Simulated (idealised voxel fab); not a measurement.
This is a process module. Its name is voxel self aligned contacts.
Cross-sectional view cut (width: 205 nm; square cell size: 5 nm).
Square cells in a grid make up a cross-section in this document, and the grid is given as bands, listed from the top down, each one or more rows of cells.
Quick guide to a band line: top height, bottom height (nm) up front; then every material left to right with its width in nm. Only one material and it's marked "everywhere"? Then it fills the band edge to edge. And "empty" just means empty space.
Heights are measured from 0, the level below which the as-received wafer is all one material; the lowest band has no bottom and continues downward, written as in "0 down".
Note: "30->40" means the width goes from the first number (top row of the band) to the second number (bottom row) in equal steps per row of cells.
"same as before", as given for a step, is the statement that not any cell of the cross-section underwent a change during that step.
What "Unvented voids" gives you is every empty space of 8 cells or more that is cut off from the top. Each appears as width x height at distance, with the distance taken from the left edge and width, height and distance all in nm.
Step line, after settings: the simulator's comment on this step.
"overlay nm" answers the question of how far to the right of plan the mask lay on a step that has a mask, and when it is negative the answer is to the left.

PROCESS STEPS - PLAN
1) RECEIVE, material Si
2) OXIDIZE, depth nm 5
3) DIRECTIONAL_DEP, material polySi, thk nm 30
4) DIRECTIONAL_DEP, material SiN, thk nm 20
5) MASKED_ETCH, tone cover, mask id GATE, width nm 25, pitch nm 60, etch materials SiN, depth nm 20, overlay nm 0
6) MASKED_ETCH, tone cover, mask id GATE, width nm 25, pitch nm 60, etch materials polySi, depth nm 30, overlay nm 0
7) CONFORMAL_DEP, material SiN, thk nm 5
8) DIRECTIONAL_ETCH, etch materials SiN, depth nm 5
9) FILL_DEP, material SiO2, thk nm 20
10) CMP, height nm 60
11) PATTERN, tone open, mask id CONTACT, material resist, width nm 45, thk nm 20, overlay nm 0
12) DIRECTIONAL_ETCH, etch materials SiO2, depth nm 65
13) STRIP, etch materials resist
14) CONFORMAL_DEP, material TiN, thk nm 5
15) FILL_DEP, material W, thk nm 5
16) CMP, height nm 60
17) CONFORMAL_DEP, material SiN, thk nm 5

SHOWN IN CROSS-SECTION IS THE WAFER AS RECEIVED, THAT IS, AS IT STANDS AFTER STEP 1
* 0 down  Si everywhere
* Unvented voids: none

BELOW IS THE WAFER IN CROSS-SECTION AFTER THE MODULE WAS COMPLETED. IT BEGAN FROM THE STARTING POINT SHOWN ABOVE AND FOLLOWED THE PLAN SHOWN ABOVE, EXCEPT THAT ONE MISTAKE WAS MADE WHILE RUNNING IT
* 65 to 60  SiN everywhere
* 60 to 50  SiO2 80, then TiN 5->15, then W 35->15, then TiN 5->15, then SiO2 80
* 50 to 25  SiO2 55, then SiN 5, then polySi 25, then SiN 5, then TiN 5, then W 15, then TiN 5, then SiN 5, then polySi 25, then SiN 5, then SiO2 55
* 25 to 20  SiO2 55, then SiN 5, then polySi 25, then SiN 5, then TiN 25, then SiN 5, then polySi 25, then SiN 5, then SiO2 55
* 20 to 0  SiN everywhere
* 0 to -5  SiO2 everywhere
* -5 down  Si everywhere
* Unvented voids: none
Where did the run depart from the plan? steps 3 and 4 traded places in the executed sequence
